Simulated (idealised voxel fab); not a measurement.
process module | voxel wiring stack
cross-section cut | 275 nm wide | cells 5 nm
A cross-section is a grid of square cells, given in bands from the top down. A band is one or more rows of cells.
Each band's line starts with the height of the band's top and of its bottom, in nm. Then come its materials from left to right, each with its width in nm. One material with "throughout" fills the band from edge to edge. "air" is empty space.
Height 0 is the level under which the wafer as received is all one material. The lowest band goes on downwards, as in "0 down".
A width such as "30 to 40" changes by the same amount from each row of cells to the next, from the band's top row to its bottom row.
"no change" after a step means that no cell of the cross-section changed.
closed voids: empty space of 8 cells or more with no open way to the top, each as width x height at its distance from the left edge, in nm
after a step's settings: what the simulator itself notes on the step
overlay nm, on a step with a mask: how far to the right of its planned place the mask lay; to the left if negative
plan
1 op RECEIVE | material Si
2 op CONFORMAL_DEP | material SiO2 | thk nm 10
3 op CONFORMAL_DEP | material SiN | thk nm 5
4 op DIRECTIONAL_DEP | material lowk | thk nm 15
5 op MASKED_ETCH | tone open | mask id METAL_1 | width nm 30 | pitch nm 60 | etch materials lowk | depth nm 15 | overlay nm 0
6 op MASKED_ETCH | tone open | mask id METAL_1 | width nm 30 | pitch nm 60 | etch materials SiN | depth nm 5 | overlay nm 0
7 op CONFORMAL_DEP | material TiN | thk nm 5
8 op FILL_DEP | material W | thk nm 10
9 op CMP | height nm 30
10 op CONFORMAL_DEP | material SiCN | thk nm 5
11 op DIRECTIONAL_DEP | material lowk | thk nm 10
12 op DIRECTIONAL_DEP | material aC | thk nm 15
13 op PATTERN | tone open | mask id PLUG_1 | material resist | width nm 15 | pitch nm 120 | thk nm 35 | overlay nm 0
14 op DIRECTIONAL_ETCH | etch materials aC | depth nm 15
15 op STRIP | etch materials resist
16 op DIRECTIONAL_ETCH | etch materials lowk | depth nm 10
17 op DIRECTIONAL_ETCH | etch materials SiCN | depth nm 5
18 op STRIP | etch materials aC
19 op CONFORMAL_DEP | material TiN | thk nm 5
20 op FILL_DEP | material Ru | thk nm 5
21 op CMP | height nm 45
22 op DIRECTIONAL_DEP | material TiN | thk nm 5
23 op DIRECTIONAL_DEP | material W | thk nm 15
24 op MASKED_ETCH | tone cover | mask id METAL_2 | width nm 30 | pitch nm 60 | etch materials W | depth nm 15 | overlay nm 0
25 op MASKED_ETCH | tone cover | mask id METAL_2 | width nm 30 | pitch nm 60 | etch materials TiN | depth nm 5 | overlay nm 0
26 op CONFORMAL_DEP | material SiCN | thk nm 5
27 op FILL_DEP | material SiO2 | thk nm 5
28 op CMP | height nm 65
29 op CONFORMAL_DEP | material SiCN | thk nm 5
30 op DIRECTIONAL_DEP | material SiO2 | thk nm 25
31 op DIRECTIONAL_DEP | material aC | thk nm 15
32 op PATTERN | tone open | mask id METAL_3_HOLES | material resist | width nm 15 | pitch nm 60 | thk nm 35 | overlay nm 0
33 op DIRECTIONAL_ETCH | etch materials aC | depth nm 15
34 op STRIP | etch materials resist
35 op DIRECTIONAL_ETCH | etch materials SiO2 | depth nm 25
36 op STRIP | etch materials aC
37 op DIRECTIONAL_DEP | material aC | thk nm 10
38 op PATTERN | tone open | mask id METAL_3 | material resist | width nm 30 | pitch nm 60 | thk nm 30 | overlay nm 0
39 op DIRECTIONAL_ETCH | etch materials aC | depth nm 10
40 op STRIP | etch materials resist
41 op DIRECTIONAL_ETCH | etch materials SiO2 | depth nm 15
42 op DIRECTIONAL_ETCH | etch materials SiCN | depth nm 5
43 op STRIP | etch materials aC
44 op CONFORMAL_DEP | material TiN | thk nm 5
45 op FILL_DEP | material Cu | thk nm 5
46 op CMP | height nm 95
47 op CONFORMAL_DEP | material SiCN | thk nm 5
as received, after step 1
  0 down: Si throughout
  closed voids: none
a wafer at the end: this start, this plan, one mistake
  100 to 95: SiCN throughout
  95 to 85: SiO2 30 | TiN 5 | Cu 20 | TiN 5 | SiO2 30 | TiN 5 | Cu 20 | TiN 5 | SiO2 30 | TiN 5 | Cu 20 | TiN 5 | SiO2 30 | TiN 5 | Cu 20 | TiN 5 | SiO2 35
  85 to 80: SiO2 30 | TiN 5 | Cu 5 | TiN 20 | SiO2 30 | TiN 5 | Cu 5 | TiN 20 | SiO2 30 | TiN 5 | Cu 5 | TiN 20 | SiO2 30 | TiN 5 | Cu 5 | TiN 20 | SiO2 35
  80 to 70: SiO2 30 | TiN 5 | Cu 5 | TiN 5 | SiO2 45 | TiN 5 | Cu 5 | TiN 5 | SiO2 45 | TiN 5 | Cu 5 | TiN 5 | SiO2 45 | TiN 5 | Cu 5 | TiN 5 | SiO2 50
  70 to 65: SiCN 30 | TiN 15 | SiCN 45 | TiN 15 | SiCN 45 | TiN 15 | SiCN 45 | TiN 15 | SiCN 50
  65 to 55: SiO2 35 | SiCN 5 | W 30 | SiCN 5 | SiO2 20 | SiCN 5 | W 30 | SiCN 5 | SiO2 20 | SiCN 5 | W 30 | SiCN 5 | SiO2 20 | SiCN 5 | W 30 | SiCN 5 | SiO2 20
  55 to 50: SiO2 25 | SiCN 15 | W 30 | SiCN 5 | SiO2 10 | SiCN 15 | W 30 | SiCN 5 | SiO2 10 | SiCN 15 | W 30 | SiCN 5 | SiO2 10 | SiCN 15 | W 30 | SiCN 5 | SiO2 20
  50 to 45: SiCN 30 | TiN 40 | SiCN 20 | TiN 40 | SiCN 20 | TiN 40 | SiCN 20 | TiN 40 | SiCN 25
  45 to 35: lowk 30 | TiN 5 | Ru 5 | TiN 5 | lowk 105 | TiN 5 | Ru 5 | TiN 5 | lowk 110
  35 to 30: SiCN 30 | TiN 15 | SiCN 105 | TiN 15 | SiCN 110
  30 to 15: lowk 30 | TiN 5 | W 20 | TiN 5 | lowk 30 | TiN 5 | W 20 | TiN 5 | lowk 30 | TiN 5 | W 20 | TiN 5 | lowk 30 | TiN 5 | W 20 | TiN 5 | lowk 35
  15 to 10: SiN 30 | TiN 30 | SiN 30 | TiN 30 | SiN 30 | TiN 30 | SiN 30 | TiN 30 | SiN 35
  10 to 0: SiO2 throughout
  0 down: Si throughout
  closed voids: none
what went wrong: step 24 ran as: op MASKED_ETCH | tone cover | mask id METAL_2 | width nm 30 | pitch nm 60 | etch materials W | depth nm 15 | overlay nm 10
